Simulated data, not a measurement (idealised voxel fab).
process module | voxel tone inversion
cross-section cut | 275 nm wide | cells 5 nm
A cross-section is a grid of square cells, given in bands from the top down. A band is one or more rows of cells.
Each band's line starts with the height of the band's top and of its bottom, in nm. Then come its materials from left to right, each with its width in nm. One material with "throughout" fills the band from edge to edge. "air" is empty space.
Height 0 is the level under which the wafer as received is all one material. The lowest band goes on downwards, as in "0 down".
A width such as "30 to 40" changes by the same amount from each row of cells to the next, from the band's top row to its bottom row.
"no change" after a step means that no cell of the cross-section changed.
closed voids: empty space of 8 cells or more with no open way to the top, each as width x height at its distance from the left edge, in nm
after a step's settings: what the simulator itself notes on the step
overlay nm, on a step with a mask: how far to the right of its planned place the mask lay; to the left if negative
plan
1 op RECEIVE | material Si
2 op CONFORMAL_DEP | material SiCN | thk nm 10
3 op DIRECTIONAL_DEP | material polySi | thk nm 15
4 op PATTERN | tone cover | mask id POSTS | material resist | width nm 20 | pitch nm 40 | thk nm 25 | overlay nm 0
5 op DIRECTIONAL_ETCH | etch materials polySi | depth nm 15
6 op STRIP | etch materials resist
7 op FILL_DEP | material lowk | thk nm 10
8 op CMP | height nm 25
9 op STRIP | etch materials polySi
10 op CONFORMAL_DEP | material TiN | thk nm 5
11 op FILL_DEP | material Ru | thk nm 10
12 op CMP | height nm 25
13 op CONFORMAL_DEP | material SiN | thk nm 5
first wafer, as planned
as received, after step 1
  0 down: Si throughout
  closed voids: none
after step 2
  10 to 0: SiCN throughout
  below 0: unchanged
after step 3
  25 to 10: polySi throughout
  below 10: unchanged
after step 4
  50 to 25: air 65 | resist 20 | air 20 | resist 20 | air 20 | resist 20 | air 20 | resist 20 | air 70
  below 25: unchanged
after step 5
  50 to 25: air 65 | resist 20 | air 20 | resist 20 | air 20 | resist 20 | air 20 | resist 20 | air 70
  25 to 10: air 65 | polySi 20 | air 20 | polySi 20 | air 20 | polySi 20 | air 20 | polySi 20 | air 70
  below 10: unchanged
after step 6
  25 to 10: air 65 | polySi 20 | air 20 | polySi 20 | air 20 | polySi 20 | air 20 | polySi 20 | air 70
  below 10: unchanged
after step 7
  35 to 25: lowk throughout
  25 to 10: lowk 65 | polySi 20 | lowk 20 | polySi 20 | lowk 20 | polySi 20 | lowk 20 | polySi 20 | lowk 70
  below 10: unchanged
after step 8
  25 to 10: lowk 65 | polySi 20 | lowk 20 | polySi 20 | lowk 20 | polySi 20 | lowk 20 | polySi 20 | lowk 70
  below 10: unchanged
after step 9
  25 to 10: lowk 65 | air 20 | lowk 20 | air 20 | lowk 20 | air 20 | lowk 20 | air 20 | lowk 70
  below 10: unchanged
after step 10
  30 to 25: TiN 70 | air 10 | TiN 30 | air 10 | TiN 30 | air 10 | TiN 30 | air 10 | TiN 75
  25 to 15: lowk 65 | TiN 5 | air 10 | TiN 5 | lowk 20 | TiN 5 | air 10 | TiN 5 | lowk 20 | TiN 5 | air 10 | TiN 5 | lowk 20 | TiN 5 | air 10 | TiN 5 | lowk 70
  15 to 10: lowk 65 | TiN 20 | lowk 20 | TiN 20 | lowk 20 | TiN 20 | lowk 20 | TiN 20 | lowk 70
  below 10: unchanged
after step 11
  40 to 30: Ru throughout
  30 to 25: TiN 70 | Ru 10 | TiN 30 | Ru 10 | TiN 30 | Ru 10 | TiN 30 | Ru 10 | TiN 75
  25 to 15: lowk 65 | TiN 5 | Ru 10 | TiN 5 | lowk 20 | TiN 5 | Ru 10 | TiN 5 | lowk 20 | TiN 5 | Ru 10 | TiN 5 | lowk 20 | TiN 5 | Ru 10 | TiN 5 | lowk 70
  below 15: unchanged
after step 12
  25 to 15: lowk 65 | TiN 5 | Ru 10 | TiN 5 | lowk 20 | TiN 5 | Ru 10 | TiN 5 | lowk 20 | TiN 5 | Ru 10 | TiN 5 | lowk 20 | TiN 5 | Ru 10 | TiN 5 | lowk 70
  below 15: unchanged
after step 13
  30 to 25: SiN throughout
  below 25: unchanged
second wafer: like start, like plan, one mistake. Through step 11 it matches the first wafer
when step 12 should have ended
  35 to 30: Ru throughout
  below 30: unchanged
when step 13 should have ended
  40 to 35: SiN throughout
  below 35: unchanged
what went wrong: step 12 ran as: op CMP | height nm 35
at the end the second wafer has, in cells: 63 more of Ru | 47 more of TiN
